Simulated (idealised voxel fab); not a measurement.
process module | voxel wiring stack
cross-section cut | 245 nm wide | cells 5 nm
A cross-section is a grid of square cells, given in bands from the top down. A band is one or more rows of cells.
Each band's line starts with the height of the band's top and of its bottom, in nm. Then come its materials from left to right, each with its width in nm. One material with "throughout" fills the band from edge to edge. "air" is empty space.
Height 0 is the level under which the wafer as received is all one material. The lowest band goes on downwards, as in "0 down".
A width such as "30 to 40" changes by the same amount from each row of cells to the next, from the band's top row to its bottom row.
"no change" after a step means that no cell of the cross-section changed.
closed voids: empty space of 8 cells or more with no open way to the top, each as width x height at its distance from the left edge, in nm
after a step's settings: what the simulator itself notes on the step
overlay nm, on a step with a mask: how far to the right of its planned place the mask lay; to the left if negative
plan
1 op RECEIVE | material Si
2 op CONFORMAL_DEP | material SiO2 | thk nm 15
3 op DIRECTIONAL_DEP | material TiN | thk nm 5
4 op DIRECTIONAL_DEP | material Ru | thk nm 15
5 op DIRECTIONAL_DEP | material aC | thk nm 15
6 op PATTERN | tone cover | mask id METAL_1 | material resist | width nm 30 | pitch nm 50 | thk nm 30 | overlay nm 0
7 op DIRECTIONAL_ETCH | etch materials aC | depth nm 15
8 op STRIP | etch materials resist
9 op DIRECTIONAL_ETCH | etch materials Ru | depth nm 15
10 op DIRECTIONAL_ETCH | etch materials TiN | depth nm 5
11 op STRIP | etch materials aC
12 op FILL_DEP | material SiO2 | thk nm 5
13 op CMP | height nm 35
14 op CONFORMAL_DEP | material SiCN | thk nm 5
15 op DIRECTIONAL_DEP | material lowk | thk nm 30
16 op PATTERN | tone open | mask id METAL_2 | material resist | width nm 30 | pitch nm 50 | thk nm 15 | overlay nm 0
17 op DIRECTIONAL_ETCH | etch materials lowk | depth nm 15
18 op STRIP | etch materials resist
19 op PATTERN | tone open | mask id METAL_2_HOLES | material resist | width nm 15 | pitch nm 50 | thk nm 15 | overlay nm 0
20 op DIRECTIONAL_ETCH | etch materials lowk | depth nm 15
21 op DIRECTIONAL_ETCH | etch materials SiCN | depth nm 5
22 op STRIP | etch materials resist
23 op CONFORMAL_DEP | material TiN | thk nm 5
24 op FILL_DEP | material Cu | thk nm 10
25 op CMP | height nm 70
26 op CONFORMAL_DEP | material SiCN | thk nm 5
27 op DIRECTIONAL_DEP | material lowk | thk nm 30
28 op PATTERN | tone open | mask id METAL_3 | material resist | width nm 30 | pitch nm 50 | thk nm 20 | overlay nm 0
29 op DIRECTIONAL_ETCH | etch materials lowk | depth nm 15
30 op STRIP | etch materials resist
31 op PATTERN | tone open | mask id METAL_3_HOLES | material resist | width nm 15 | thk nm 15 | overlay nm 0
32 op DIRECTIONAL_ETCH | etch materials lowk | depth nm 15
33 op DIRECTIONAL_ETCH | etch materials SiCN | depth nm 5
34 op STRIP | etch materials resist
35 op CONFORMAL_DEP | material TiN | thk nm 5
36 op FILL_DEP | material Cu | thk nm 10
37 op CMP | height nm 105
38 op CONFORMAL_DEP | material SiN | thk nm 5
as received, after step 1
  0 down: Si throughout
  closed voids: none
first wafer at the end, as planned
  110 to 105: SiN throughout
  105 to 95: lowk 80 | TiN 5 | Cu 20 | TiN 5 | lowk 20 | TiN 5 | Cu 20 | TiN 5 | lowk 85
  95 to 90: lowk 80 | TiN 5 | Cu 5 | TiN 20 | lowk 20 | TiN 30 | lowk 85
  90 to 75: lowk 80 | TiN 5 | Cu 5 | TiN 5 | lowk 150
  75 to 70: SiCN 80 | TiN 15 | SiCN 150
  70 to 60: lowk 80 | TiN 5 | Cu 20 | TiN 5 | lowk 20 | TiN 5 | Cu 20 | TiN 5 | lowk 85
  60 to 55: lowk 80 | TiN 5 | Cu 5 | TiN 20 | lowk 20 | TiN 5 | Cu 5 | TiN 20 | lowk 85
  55 to 40: lowk 80 | TiN 5 | Cu 5 | TiN 5 | lowk 35 | TiN 5 | Cu 5 | TiN 5 | lowk 100
  40 to 35: SiCN 80 | TiN 15 | SiCN 35 | TiN 15 | SiCN 100
  35 to 20: SiO2 80 | Ru 30 | SiO2 20 | Ru 30 | SiO2 85
  20 to 15: SiO2 80 | TiN 30 | SiO2 20 | TiN 30 | SiO2 85
  15 to 0: SiO2 throughout
  0 down: Si throughout
  closed voids: none
second wafer at the end: like start, like plan, one mistake
  110 to 105: SiN throughout
  105 to 95: lowk 80 | TiN 5 | Cu 20 | TiN 5 | lowk 20 | TiN 5 | Cu 20 | TiN 5 | lowk 85
  95 to 90: lowk 80 | TiN 5 | Cu 5 | TiN 20 | lowk 20 | TiN 30 | lowk 85
  90 to 75: lowk 80 | TiN 5 | Cu 5 | TiN 5 | lowk 150
  75 to 70: SiCN 80 | TiN 15 | SiCN 150
  70 to 60: lowk 70 | TiN 5 | Cu 30 | TiN 5 | lowk 10 | TiN 5 | Cu 30 | TiN 5 | lowk 85
  60 to 55: lowk 70 | TiN 40 | lowk 10 | TiN 40 | lowk 85
  55 to 40: lowk 80 | TiN 5 | lowk 45 | TiN 5 | lowk 110
  40 to 35: SiCN 80 | TiN 5 | SiCN 45 | TiN 5 | SiCN 110
  35 to 20: SiO2 80 | Ru 30 | SiO2 20 | Ru 30 | SiO2 85
  20 to 15: SiO2 80 | TiN 30 | SiO2 20 | TiN 30 | SiO2 85
  15 to 0: SiO2 throughout
  0 down: Si throughout
  closed voids: none
what went wrong: step 19 ran as: op PATTERN | tone open | mask id METAL_2_HOLES | material resist | width nm 15 | pitch nm 50 | thk nm 15 | overlay nm -10
at the end the second wafer has, in cells: 4 more of SiCN | 4 fewer of TiN
